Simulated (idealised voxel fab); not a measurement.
process module | voxel self aligned contacts
cross-section cut | 185 nm wide | cells 5 nm
A cross-section is a grid of square cells, given in bands from the top down. A band is one or more rows of cells.
Each band's line starts with the height of the band's top and of its bottom, in nm. Then come its materials from left to right, each with its width in nm. One material with "throughout" fills the band from edge to edge. "air" is empty space.
Height 0 is the level under which the wafer as received is all one material. The lowest band goes on downwards, as in "0 down".
A width such as "30 to 40" changes by the same amount from each row of cells to the next, from the band's top row to its bottom row.
"no change" after a step means that no cell of the cross-section changed.
closed voids: empty space of 8 cells or more with no open way to the top, each as width x height at its distance from the left edge, in nm
after a step's settings: what the simulator itself notes on the step
overlay nm, on a step with a mask: how far to the right of its planned place the mask lay; to the left if negative
plan
1 op RECEIVE | material Si
2 op CONFORMAL_DEP | material SiO2 | thk nm 5
3 op DIRECTIONAL_DEP | material polySi | thk nm 25
4 op DIRECTIONAL_DEP | material SiN | thk nm 25
5 op DIRECTIONAL_DEP | material aC | thk nm 15
6 op PATTERN | tone cover | mask id GATE | material resist | width nm 30 | pitch nm 75 | thk nm 30 | overlay nm 0
7 op DIRECTIONAL_ETCH | etch materials aC | depth nm 15
8 op STRIP | etch materials resist
9 op DIRECTIONAL_ETCH | etch materials SiN | depth nm 25
10 op DIRECTIONAL_ETCH | etch materials polySi | depth nm 25
11 op STRIP | etch materials aC
12 op CONFORMAL_DEP | material SiN | thk nm 10
13 op DIRECTIONAL_ETCH | etch materials SiN | depth nm 10
14 op FILL_DEP | material SiO2 | thk nm 15
15 op CMP | height nm 60
16 op MASKED_ETCH | tone open | mask id CONTACT | width nm 55 | etch materials SiO2 | depth nm 60 | overlay nm 0
17 op CONFORMAL_DEP | material TiN | thk nm 5
18 op FILL_DEP | material Ru | thk nm 10
19 op CMP | height nm 60
20 op CONFORMAL_DEP | material SiCN | thk nm 5
first wafer, as planned
as received, after step 1
  0 down: Si throughout
  closed voids: none
after step 2
  5 to 0: SiO2 throughout
  below 0: unchanged
after step 3
  30 to 5: polySi throughout
  below 5: unchanged
after step 4
  55 to 30: SiN throughout
  below 30: unchanged
after step 5
  70 to 55: aC throughout
  below 55: unchanged
after step 6
  100 to 70: air 40 | resist 30 | air 45 | resist 30 | air 40
  below 70: unchanged
after step 7
  85 to 70: air 40 | resist 30 | air 45 | resist 30 | air 40
  70 to 55: air 40 | aC 30 | air 45 | aC 30 | air 40
  below 55: unchanged
after step 8
  70 to 55: air 40 | aC 30 | air 45 | aC 30 | air 40
  below 55: unchanged
after step 9
  70 to 55: air 40 | aC 30 | air 45 | aC 30 | air 40
  55 to 30: air 40 | SiN 30 | air 45 | SiN 30 | air 40
  below 30: unchanged
after step 10
  70 to 55: air 40 | aC 30 | air 45 | aC 30 | air 40
  55 to 30: air 40 | SiN 30 | air 45 | SiN 30 | air 40
  30 to 5: air 40 | polySi 30 | air 45 | polySi 30 | air 40
  below 5: unchanged
after step 11
  55 to 30: air 40 | SiN 30 | air 45 | SiN 30 | air 40
  below 30: unchanged
after step 12
  65 to 30: air 30 | SiN 50 | air 25 | SiN 50 | air 30
  30 to 15: air 30 | SiN 10 | polySi 30 | SiN 10 | air 25 | SiN 10 | polySi 30 | SiN 10 | air 30
  15 to 5: SiN 40 | polySi 30 | SiN 45 | polySi 30 | SiN 40
  below 5: unchanged
after step 13
  55 to 30: air 30 | SiN 50 | air 25 | SiN 50 | air 30
  30 to 5: air 30 | SiN 10 | polySi 30 | SiN 10 | air 25 | SiN 10 | polySi 30 | SiN 10 | air 30
  below 5: unchanged
after step 14
  70 to 55: SiO2 throughout
  55 to 30: SiO2 30 | SiN 50 | SiO2 25 | SiN 50 | SiO2 30
  30 to 5: SiO2 30 | SiN 10 | polySi 30 | SiN 10 | SiO2 25 | SiN 10 | polySi 30 | SiN 10 | SiO2 30
  below 5: unchanged
after step 15
  60 to 55: SiO2 throughout
  below 55: unchanged
after step 16
  60 to 55: SiO2 65 | air 55 | SiO2 65
  55 to 30: SiO2 30 | SiN 50 | air 25 | SiN 50 | SiO2 30
  30 to 5: SiO2 30 | SiN 10 | polySi 30 | SiN 10 | air 25 | SiN 10 | polySi 30 | SiN 10 | SiO2 30
  5 to 0: SiO2 80 | air 25 | SiO2 80
  below 0: unchanged
after step 17
  65 to 60: TiN 70 | air 45 | TiN 70
  60 to 55: SiO2 65 | TiN 20 | air 15 | TiN 20 | SiO2 65
  55 to 30: SiO2 30 | SiN 50 | TiN 5 | air 15 | TiN 5 | SiN 50 | SiO2 30
  30 to 5: SiO2 30 | SiN 10 | polySi 30 | SiN 10 | TiN 5 | air 15 | TiN 5 | SiN 10 | polySi 30 | SiN 10 | SiO2 30
  5 to 0: SiO2 80 | TiN 25 | SiO2 80
  below 0: unchanged
after step 18
  75 to 65: Ru throughout
  65 to 60: TiN 70 | Ru 45 | TiN 70
  60 to 55: SiO2 65 | TiN 20 | Ru 15 | TiN 20 | SiO2 65
  55 to 30: SiO2 30 | SiN 50 | TiN 5 | Ru 15 | TiN 5 | SiN 50 | SiO2 30
  30 to 5: SiO2 30 | SiN 10 | polySi 30 | SiN 10 | TiN 5 | Ru 15 | TiN 5 | SiN 10 | polySi 30 | SiN 10 | SiO2 30
  below 5: unchanged
after step 19
  60 to 55: SiO2 65 | TiN 20 | Ru 15 | TiN 20 | SiO2 65
  below 55: unchanged
after step 20
  65 to 60: SiCN throughout
  below 60: unchanged
second wafer: like start, like plan, one mistake. Through step 8 it matches the first wafer
when step 9 should have ended
  70 to 55: air 40 | aC 30 | air 45 | aC 30 | air 40
  55 to 35: air 40 | SiN 30 | air 45 | SiN 30 | air 40
  below 35: unchanged
when step 10 should have ended: no change
when step 11 should have ended
  55 to 35: air 40 | SiN 30 | air 45 | SiN 30 | air 40
  below 35: unchanged
when step 12 should have ended
  65 to 45: air 30 | SiN 50 | air 25 | SiN 50 | air 30
  45 to 30: SiN throughout
  below 30: unchanged
when step 13 should have ended
  55 to 35: air 30 | SiN 50 | air 25 | SiN 50 | air 30
  below 35: unchanged
when step 14 should have ended
  70 to 55: SiO2 throughout
  55 to 35: SiO2 30 | SiN 50 | SiO2 25 | SiN 50 | SiO2 30
  below 35: unchanged
when step 15 should have ended
  60 to 55: SiO2 throughout
  below 55: unchanged
when step 16 should have ended
  60 to 55: SiO2 65 | air 55 | SiO2 65
  55 to 35: SiO2 30 | SiN 50 | air 25 | SiN 50 | SiO2 30
  below 35: unchanged
when step 17 should have ended
  65 to 60: TiN 70 | air 45 | TiN 70
  60 to 55: SiO2 65 | TiN 20 | air 15 | TiN 20 | SiO2 65
  55 to 40: SiO2 30 | SiN 50 | TiN 5 | air 15 | TiN 5 | SiN 50 | SiO2 30
  40 to 35: SiO2 30 | SiN 50 | TiN 25 | SiN 50 | SiO2 30
  below 35: unchanged
when step 18 should have ended
  75 to 65: Ru throughout
  65 to 60: TiN 70 | Ru 45 | TiN 70
  60 to 55: SiO2 65 | TiN 20 | Ru 15 | TiN 20 | SiO2 65
  55 to 40: SiO2 30 | SiN 50 | TiN 5 | Ru 15 | TiN 5 | SiN 50 | SiO2 30
  below 40: unchanged
when step 19 should have ended
  60 to 55: SiO2 65 | TiN 20 | Ru 15 | TiN 20 | SiO2 65
  below 55: unchanged
when step 20 should have ended
  65 to 60: SiCN throughout
  below 60: unchanged
what went wrong: step 9 ran as: op DIRECTIONAL_ETCH | etch materials SiN | depth nm 20
at the end the second wafer has, in cells: 21 fewer of Ru | 23 fewer of SiN | 67 fewer of SiO2 | 14 fewer of TiN | 125 more of polySi
